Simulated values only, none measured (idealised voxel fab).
You're looking at the process module voxel capacitor over wiring.
FYI the section here is cut, 265 nm wide, cells are 5 nm squares.
Cross-section layout: square cells on a grid; listed as bands, top to bottom; a band spans one or more cell rows. The entry gives the band's vertical extent as a top height and a bottom height in nm, then its horizontal make-up as materials from left to right, each with a width in nm. "empty" stands for empty space; a single material marked "throughout" fills the band edge to edge. All heights in this document are referenced to 0, defined as the level beneath which the wafer, as received, consists entirely of one material. The lowest band is not bounded below; it extends indefinitely downward and is written in the form "top 0, no bottom". Width spec "30..40" -> top row of cells at first value, bottom row at second value, equal per-row change in between. "nothing was modified", as given for a step, is the statement that not any cell of the cross-section underwent a change during that step. Cavities, sealed: empty space of 8 cells or more with no open way to the top, each as width x height at its distance from the left edge, in nm. Note: text after step settings on the step line = simulator remark on that step. Among the settings permitted on a step's line is "overlay nm"; applied to a step with a mask, it specifies the extent to which the mask lay to the right of its planned position, whereas a negative figure signifies a position to the left.

So here's the lineup of process steps we planned
1,RECEIVE with material Si
2,CONFORMAL_DEP with material SiO2, thk nm 15
3,CONFORMAL_DEP with material SiN, thk nm 5
4,DIRECTIONAL_DEP with material lowk, thk nm 25
5,PATTERN with tone open, mask id METAL_1, material resist, width nm 30, pitch nm 85, thk nm 15, overlay nm 0
6,DIRECTIONAL_ETCH with etch materials lowk, depth nm 25
7,DIRECTIONAL_ETCH with etch materials SiN, depth nm 5
8,STRIP with etch materials resist
9,CONFORMAL_DEP with material TiN, thk nm 5
10,FILL_DEP with material W, thk nm 10
11,CMP with height nm 45
12,EPI with material Ru, thk nm 5
13,FILL_DEP with material SiCN, thk nm 5
14,DIRECTIONAL_DEP with material lowk, thk nm 20
15,MASKED_ETCH with tone open, mask id PLUG_1, width nm 15, etch materials lowk, depth nm 20, overlay nm 0
16,MASKED_ETCH with tone open, mask id PLUG_1, width nm 15, etch materials SiCN, depth nm 5, overlay nm 0
17,CONFORMAL_DEP with material TiN, thk nm 5
18,FILL_DEP with material Cu, thk nm 5
19,CMP with height nm 75
20,DIRECTIONAL_DEP with material TiN, thk nm 10
21,DIRECTIONAL_DEP with material HfO2, thk nm 5
22,DIRECTIONAL_DEP with material TiN, thk nm 5
23,DIRECTIONAL_DEP with material aC, thk nm 15
24,PATTERN with tone cover, mask id UPPER_PLATE, material resist, width nm 60, thk nm 35, overlay nm 0
25,DIRECTIONAL_ETCH with etch materials aC, depth nm 15
26,STRIP with etch materials resist
27,DIRECTIONAL_ETCH with etch materials TiN, depth nm 5
28,DIRECTIONAL_ETCH with etch materials HfO2, depth nm 5
29,STRIP with etch materials aC
30,MASKED_ETCH with tone cover, mask id LOWER_PLATE, width nm 70, etch materials TiN, depth nm 10, overlay nm 0
31,FILL_DEP with material SiO2, thk nm 15
32,CMP with height nm 105
33,PATTERN with tone open, mask id PLUG_2, material resist, width nm 15, thk nm 15, overlay nm 0
34,DIRECTIONAL_ETCH with etch materials SiO2, depth nm 10
35,STRIP with etch materials resist
36,CONFORMAL_DEP with material TiN, thk nm 5
37,FILL_DEP with material Ru, thk nm 5
38,CMP with height nm 105
39,CONFORMAL_DEP with material SiCN, thk nm 5

Of two wafers, the first: run according to plan

Here's what the wafer looked like in cross-section when it arrived - that's after step 1
> top 0, no bottom: Si throughout
> Cavities, sealed: none

Cross-section of the wafer after step 2
> top 15, bottom 0: SiO2 throughout
> Below 0, no change.

Cross-section of the wafer after step 3
> top 20, bottom 15: SiN throughout
> Below 15, no change.

Cross-section of the wafer after step 4
> top 45, bottom 20: lowk throughout
> Below 20, no change.

Cross-section of the wafer after step 5
> top 60, bottom 45: 75 nm resist, 30 nm empty, 55 nm resist, 30 nm empty, 75 nm resist
> Below 45, no change.

Cross-section of the wafer after step 6
> top 60, bottom 45: 75 nm resist, 30 nm empty, 55 nm resist, 30 nm empty, 75 nm resist
> top 45, bottom 20: 75 nm lowk, 30 nm empty, 55 nm lowk, 30 nm empty, 75 nm lowk
> Below 20, no change.

Cross-section of the wafer after step 7
> top 60, bottom 45: 75 nm resist, 30 nm empty, 55 nm resist, 30 nm empty, 75 nm resist
> top 45, bottom 20: 75 nm lowk, 30 nm empty, 55 nm lowk, 30 nm empty, 75 nm lowk
> top 20, bottom 15: 75 nm SiN, 30 nm empty, 55 nm SiN, 30 nm empty, 75 nm SiN
> Below 15, no change.

Cross-section of the wafer after step 8
> top 45, bottom 20: 75 nm lowk, 30 nm empty, 55 nm lowk, 30 nm empty, 75 nm lowk
> Below 20, no change.

Cross-section of the wafer after step 9
> top 50, bottom 45: 80 nm TiN, 20 nm empty, 65 nm TiN, 20 nm empty, 80 nm TiN
> top 45, bottom 20: 75 nm lowk, 5 nm TiN, 20 nm empty, 5 nm TiN, 55 nm lowk, 5 nm TiN, 20 nm empty, 5 nm TiN, 75 nm lowk
> top 20, bottom 15: 75 nm SiN, 30 nm TiN, 55 nm SiN, 30 nm TiN, 75 nm SiN
> Below 15, no change.

Cross-section of the wafer after step 10
> top 60, bottom 50: W throughout
> top 50, bottom 45: 80 nm TiN, 20 nm W, 65 nm TiN, 20 nm W, 80 nm TiN
> top 45, bottom 20: 75 nm lowk, 5 nm TiN, 20 nm W, 5 nm TiN, 55 nm lowk, 5 nm TiN, 20 nm W, 5 nm TiN, 75 nm lowk
> Below 20, no change.

Cross-section of the wafer after step 11
> top 45, bottom 20: 75 nm lowk, 5 nm TiN, 20 nm W, 5 nm TiN, 55 nm lowk, 5 nm TiN, 20 nm W, 5 nm TiN, 75 nm lowk
> Below 20, no change.

Cross-section of the wafer after step 12
> top 50, bottom 45: 70 nm empty, 40 nm Ru, 45 nm empty, 40 nm Ru, 70 nm empty
> Below 45, no change.

Cross-section of the wafer after step 13
> top 55, bottom 50: SiCN throughout
> top 50, bottom 45: 70 nm SiCN, 40 nm Ru, 45 nm SiCN, 40 nm Ru, 70 nm SiCN
> Below 45, no change.

Cross-section of the wafer after step 14
> top 75, bottom 55: lowk throughout
> Below 55, no change.

Cross-section of the wafer after step 15
> top 75, bottom 55: 90 nm lowk, 15 nm empty, 160 nm lowk
> Below 55, no change.

Cross-section of the wafer after step 16
> top 75, bottom 55: 90 nm lowk, 15 nm empty, 160 nm lowk
> top 55, bottom 50: 90 nm SiCN, 15 nm empty, 160 nm SiCN
> Below 50, no change.

Cross-section of the wafer after step 17
> top 80, bottom 75: 95 nm TiN, 5 nm empty, 165 nm TiN
> top 75, bottom 55: 90 nm lowk, 5 nm TiN, 5 nm empty, 5 nm TiN, 160 nm lowk
> top 55, bottom 50: 90 nm SiCN, 15 nm TiN, 160 nm SiCN
> Below 50, no change.

Cross-section of the wafer after step 18
> top 85, bottom 80: Cu throughout
> top 80, bottom 75: 95 nm TiN, 5 nm Cu, 165 nm TiN
> top 75, bottom 55: 90 nm lowk, 5 nm TiN, 5 nm Cu, 5 nm TiN, 160 nm lowk
> Below 55, no change.

Cross-section of the wafer after step 19
> top 75, bottom 55: 90 nm lowk, 5 nm TiN, 5 nm Cu, 5 nm TiN, 160 nm lowk
> Below 55, no change.

Cross-section of the wafer after step 20
> top 85, bottom 75: TiN throughout
> Below 75, no change.

Cross-section of the wafer after step 21
> top 90, bottom 85: HfO2 throughout
> Below 85, no change.

Cross-section of the wafer after step 22
> top 95, bottom 90: TiN throughout
> Below 90, no change.

Cross-section of the wafer after step 23
> top 110, bottom 95: aC throughout
> Below 95, no change.

Cross-section of the wafer after step 24
> top 145, bottom 110: 90 nm empty, 60 nm resist, 115 nm empty
> Below 110, no change.

Cross-section of the wafer after step 25
> top 130, bottom 110: 90 nm empty, 60 nm resist, 115 nm empty
> top 110, bottom 95: 90 nm empty, 60 nm aC, 115 nm empty
> Below 95, no change.

Cross-section of the wafer after step 26
> top 110, bottom 95: 90 nm empty, 60 nm aC, 115 nm empty
> Below 95, no change.

Cross-section of the wafer after step 27
> top 110, bottom 95: 90 nm empty, 60 nm aC, 115 nm empty
> top 95, bottom 90: 90 nm empty, 60 nm TiN, 115 nm empty
> Below 90, no change.

Cross-section of the wafer after step 28
> top 110, bottom 95: 90 nm empty, 60 nm aC, 115 nm empty
> top 95, bottom 90: 90 nm empty, 60 nm TiN, 115 nm empty
> top 90, bottom 85: 90 nm empty, 60 nm HfO2, 115 nm empty
> Below 85, no change.

Cross-section of the wafer after step 29
> top 95, bottom 90: 90 nm empty, 60 nm TiN, 115 nm empty
> Below 90, no change.

Cross-section of the wafer after step 30
> top 95, bottom 90: 90 nm empty, 60 nm TiN, 115 nm empty
> top 90, bottom 85: 90 nm empty, 60 nm HfO2, 115 nm empty
> top 85, bottom 75: 85 nm empty, 70 nm TiN, 110 nm empty
> Below 75, no change.

Cross-section of the wafer after step 31
> top 110, bottom 95: SiO2 throughout
> top 95, bottom 90: 90 nm SiO2, 60 nm TiN, 115 nm SiO2
> top 90, bottom 85: 90 nm SiO2, 60 nm HfO2, 115 nm SiO2
> top 85, bottom 75: 85 nm SiO2, 70 nm TiN, 110 nm SiO2
> Below 75, no change.

Cross-section of the wafer after step 32
> top 105, bottom 95: SiO2 throughout
> Below 95, no change.

Cross-section of the wafer after step 33
> top 120, bottom 105: 100 nm resist, 15 nm empty, 150 nm resist
> Below 105, no change.

Cross-section of the wafer after step 34
> top 120, bottom 105: 100 nm resist, 15 nm empty, 150 nm resist
> top 105, bottom 95: 100 nm SiO2, 15 nm empty, 150 nm SiO2
> Below 95, no change.

Cross-section of the wafer after step 35
> top 105, bottom 95: 100 nm SiO2, 15 nm empty, 150 nm SiO2
> Below 95, no change.

Cross-section of the wafer after step 36
> top 110, bottom 105: 105 nm TiN, 5 nm empty, 155 nm TiN
> top 105, bottom 100: 100 nm SiO2, 5 nm TiN, 5 nm empty, 5 nm TiN, 150 nm SiO2
> top 100, bottom 90: 100..90 nm SiO2, 15..60 nm TiN, 150..115 nm SiO2
> Below 90, no change.

Cross-section of the wafer after step 37
> top 115, bottom 110: Ru throughout
> top 110, bottom 105: 105 nm TiN, 5 nm Ru, 155 nm TiN
> top 105, bottom 100: 100 nm SiO2, 5 nm TiN, 5 nm Ru, 5 nm TiN, 150 nm SiO2
> Below 100, no change.

Cross-section of the wafer after step 38
> top 105, bottom 100: 100 nm SiO2, 5 nm TiN, 5 nm Ru, 5 nm TiN, 150 nm SiO2
> Below 100, no change.

Cross-section of the wafer after step 39
> top 110, bottom 105: SiCN throughout
> Below 105, no change.

The Second Wafer: Common Origin and Plan, One Mistake in Execution, Identical to the First Through Step 23

Cross-section of the second wafer when, according to plan, step 24 should have finished
> top 145, bottom 110: 85 nm empty, 60 nm resist, 120 nm empty
> Below 110, no change.

Cross-section of the second wafer when, according to plan, step 25 should have finished
> top 130, bottom 110: 85 nm empty, 60 nm resist, 120 nm empty
> top 110, bottom 95: 85 nm empty, 60 nm aC, 120 nm empty
> Below 95, no change.

Cross-section of the second wafer when, according to plan, step 26 should have finished
> top 110, bottom 95: 85 nm empty, 60 nm aC, 120 nm empty
> Below 95, no change.

Cross-section of the second wafer when, according to plan, step 27 should have finished
> top 110, bottom 95: 85 nm empty, 60 nm aC, 120 nm empty
> top 95, bottom 90: 85 nm empty, 60 nm TiN, 120 nm empty
> Below 90, no change.

Cross-section of the second wafer when, according to plan, step 28 should have finished
> top 110, bottom 95: 85 nm empty, 60 nm aC, 120 nm empty
> top 95, bottom 90: 85 nm empty, 60 nm TiN, 120 nm empty
> top 90, bottom 85: 85 nm empty, 60 nm HfO2, 120 nm empty
> Below 85, no change.

Cross-section of the second wafer when, according to plan, step 29 should have finished
> top 95, bottom 90: 85 nm empty, 60 nm TiN, 120 nm empty
> Below 90, no change.

Cross-section of the second wafer when, according to plan, step 30 should have finished
> top 95, bottom 90: 85 nm empty, 60 nm TiN, 120 nm empty
> top 90, bottom 85: 85 nm empty, 60 nm HfO2, 120 nm empty
> top 85, bottom 75: 85 nm empty, 70 nm TiN, 110 nm empty
> Below 75, no change.

Cross-section of the second wafer when, according to plan, step 31 should have finished
> top 110, bottom 95: SiO2 throughout
> top 95, bottom 90: 85 nm SiO2, 60 nm TiN, 120 nm SiO2
> top 90, bottom 85: 85 nm SiO2, 60 nm HfO2, 120 nm SiO2
> top 85, bottom 75: 85 nm SiO2, 70 nm TiN, 110 nm SiO2
> Below 75, no change.

Cross-section of the second wafer when, according to plan, step 32 should have finished
> top 105, bottom 95: SiO2 throughout
> Below 95, no change.

Cross-section of the second wafer when, according to plan, step 33 should have finished
> top 120, bottom 105: 100 nm resist, 15 nm empty, 150 nm resist
> Below 105, no change.

Cross-section of the second wafer when, according to plan, step 34 should have finished
> top 120, bottom 105: 100 nm resist, 15 nm empty, 150 nm resist
> top 105, bottom 95: 100 nm SiO2, 15 nm empty, 150 nm SiO2
> Below 95, no change.

Cross-section of the second wafer when, according to plan, step 35 should have finished
> top 105, bottom 95: 100 nm SiO2, 15 nm empty, 150 nm SiO2
> Below 95, no change.

Cross-section of the second wafer when, according to plan, step 36 should have finished
> top 110, bottom 105: 105 nm TiN, 5 nm empty, 155 nm TiN
> top 105, bottom 100: 100 nm SiO2, 5 nm TiN, 5 nm empty, 5 nm TiN, 150 nm SiO2
> top 100, bottom 90: 100..85 nm SiO2, 15..60 nm TiN, 150..120 nm SiO2
> Below 90, no change.

Cross-section of the second wafer when, according to plan, step 37 should have finished
> top 115, bottom 110: Ru throughout
> top 110, bottom 105: 105 nm TiN, 5 nm Ru, 155 nm TiN
> top 105, bottom 100: 100 nm SiO2, 5 nm TiN, 5 nm Ru, 5 nm TiN, 150 nm SiO2
> Below 100, no change.

Cross-section of the second wafer when, according to plan, step 38 should have finished
> top 105, bottom 100: 100 nm SiO2, 5 nm TiN, 5 nm Ru, 5 nm TiN, 150 nm SiO2
> Below 100, no change.

Cross-section of the second wafer when, according to plan, step 39 should have finished
> top 110, bottom 105: SiCN throughout
> Below 105, no change.
The plan and the run diverged here: the process deviated at step 24: the operation and settings actually run there were PATTERN with tone cover, mask id UPPER_PLATE, material resist, width nm 60, thk nm 35, overlay nm -5
By the end, you'd get the same cell count for each material on either wafer, but the second wafer puts them somewhere else.
